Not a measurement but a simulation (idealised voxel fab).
Process module under the name voxel capacitor over wiring
Pictured: cross-section cut, 170 nm wide, on a grid of 5 nm square cells.
Think of the cross-section as a grid of square cells. We describe it in bands, top to bottom, and each band covers one or more rows of those cells. For a band, the entry starts with two heights in nm, that of the top and then that of the bottom, and carries on with the band's materials in order from left to right, each alongside its width in nm; the word "throughout" beside a single material means it fills the band edge to edge, and "air" means empty space. Height datum 0, below which the as-received substrate wafer is one material. Lowest band open at the bottom, running downward: "0 -> down". The width entry "30 to 40" should be interpreted row by row: the top row of cells in the band takes the first number, the bottom row takes the second number, and the change between adjacent rows is uniform throughout. The designation "remains unaltered", where it is given for a processing step, indicates that no cell of the cross-section was altered in the course of that step. "Enclosed void list": sealed empty spaces, 8 cells or more, no open way to top, listed width x height at distance, with distance from the left edge and width, height and distance in nm. The remark found on a step's line after its settings is issued by the simulator itself and pertains to that step. When a step includes a mask, the "overlay nm" setting on its line states how far to the right of its planned place that mask lay, and negative values state how far to the left.

These are the steps we planned for the process
1. RECEIVE, material Si
2. CONFORMAL_DEP, material SiO2, thk nm 10
3. CONFORMAL_DEP, material SiCN, thk nm 5
4. DIRECTIONAL_DEP, material SiO2, thk nm 25
5. DIRECTIONAL_DEP, material aC, thk nm 15
6. PATTERN, tone open, mask id METAL_1, material resist, width nm 30, pitch nm 85, thk nm 35, overlay nm 0
7. DIRECTIONAL_ETCH, etch materials aC, depth nm 15
8. STRIP, etch materials resist
9. DIRECTIONAL_ETCH, etch materials SiO2, depth nm 25
10. DIRECTIONAL_ETCH, etch materials SiCN, depth nm 5
11. STRIP, etch materials aC
12. CONFORMAL_DEP, material TiN, thk nm 5
13. FILL_DEP, material Ru, thk nm 10
14. CMP, height nm 40
15. CONFORMAL_DEP, material SiCN, thk nm 5
16. DIRECTIONAL_DEP, material lowk, thk nm 15
17. PATTERN, tone open, mask id PLUG_1, material resist, width nm 15, thk nm 20, overlay nm 0
18. DIRECTIONAL_ETCH, etch materials lowk, depth nm 15
19. DIRECTIONAL_ETCH, etch materials SiCN, depth nm 5
20. STRIP, etch materials resist
21. CONFORMAL_DEP, material TiN, thk nm 5
22. FILL_DEP, material Cu, thk nm 5
23. CMP, height nm 60
24. DIRECTIONAL_DEP, material TiN, thk nm 5
25. DIRECTIONAL_DEP, material Al2O3, thk nm 5
26. DIRECTIONAL_DEP, material TiN, thk nm 10
27. PATTERN, tone cover, mask id UPPER_PLATE, material resist, width nm 60, thk nm 20, overlay nm 0
28. DIRECTIONAL_ETCH, etch materials TiN, depth nm 10
29. DIRECTIONAL_ETCH, etch materials Al2O3, depth nm 5
30. STRIP, etch materials resist
31. DIRECTIONAL_DEP, material aC, thk nm 10
32. PATTERN, tone cover, mask id LOWER_PLATE, material resist, width nm 70, thk nm 25, overlay nm 0
33. DIRECTIONAL_ETCH, etch materials aC, depth nm 10
34. STRIP, etch materials resist
35. DIRECTIONAL_ETCH, etch materials TiN, depth nm 5
36. STRIP, etch materials aC
37. FILL_DEP, material SiO2, thk nm 20
38. CMP, height nm 95
39. DIRECTIONAL_DEP, material aC, thk nm 15
40. PATTERN, tone open, mask id PLUG_2, material resist, width nm 15, thk nm 35, overlay nm 0
41. DIRECTIONAL_ETCH, etch materials aC, depth nm 15
42. STRIP, etch materials resist
43. DIRECTIONAL_ETCH, etch materials SiO2, depth nm 15
44. STRIP, etch materials aC
45. CONFORMAL_DEP, material TiN, thk nm 5
46. FILL_DEP, material Cu, thk nm 5
47. CMP, height nm 95
48. CONFORMAL_DEP, material SiN, thk nm 5

Cross-section of the wafer at receipt, which is the condition after step 1
* 0 -> down | Si throughout
* Enclosed void list: none

As-planned run: cross-section of the first of two wafers at end of module
* 100 -> 95 | SiN throughout
* 95 -> 85 | SiO2 50; TiN 5; Cu 5; TiN 5; SiO2 105
* 85 -> 80 | SiO2 50; TiN 15; SiO2 105
* 80 -> 70 | SiO2 40; TiN 60; SiO2 70
* 70 -> 65 | SiO2 40; Al2O3 60; SiO2 70
* 65 -> 60 | SiO2 35; TiN 70; SiO2 65
* 60 -> 45 | lowk 40; TiN 5; Cu 5; TiN 5; lowk 115
* 45 -> 40 | SiCN 40; TiN 15; SiCN 115
* 40 -> 15 | SiO2 25; TiN 5; Ru 20; TiN 5; SiO2 55; TiN 5; Ru 20; TiN 5; SiO2 30
* 15 -> 10 | SiCN 25; TiN 30; SiCN 55; TiN 30; SiCN 30
* 10 -> 0 | SiO2 throughout
* 0 -> down | Si throughout
* Enclosed void list: none

Cross-sectional view: second of two wafers, end of module; start and plan identical to the first, one mistake in running
* 100 -> 95 | SiN throughout
* 95 -> 85 | SiO2 50; TiN 5; Cu 5; TiN 5; SiO2 105
* 85 -> 75 | SiO2 50 to 40; TiN 15 to 55; SiO2 105 to 75
* 75 -> 70 | SiO2 40; TiN 60; SiO2 70
* 70 -> 65 | SiO2 40; Al2O3 60; SiO2 70
* 65 -> 60 | SiO2 25; TiN 75; SiO2 70
* 60 -> 45 | lowk 40; TiN 5; Cu 5; TiN 5; lowk 115
* 45 -> 40 | SiCN 40; TiN 15; SiCN 115
* 40 -> 15 | SiO2 25; TiN 5; Ru 20; TiN 5; SiO2 55; TiN 5; Ru 20; TiN 5; SiO2 30
* 15 -> 10 | SiCN 25; TiN 30; SiCN 55; TiN 30; SiCN 30
* 10 -> 0 | SiO2 throughout
* 0 -> down | Si throughout
* Enclosed void list: none
In executing the process, a mistake was made relative to the plan: note that step 32 departed from the planned setting and was carried out as PATTERN, tone cover, mask id LOWER_PLATE, material resist, width nm 70, thk nm 25, overlay nm -10
When the process is done, the second wafer contains the same cell count of every material as the first wafer, but distributed over other locations.
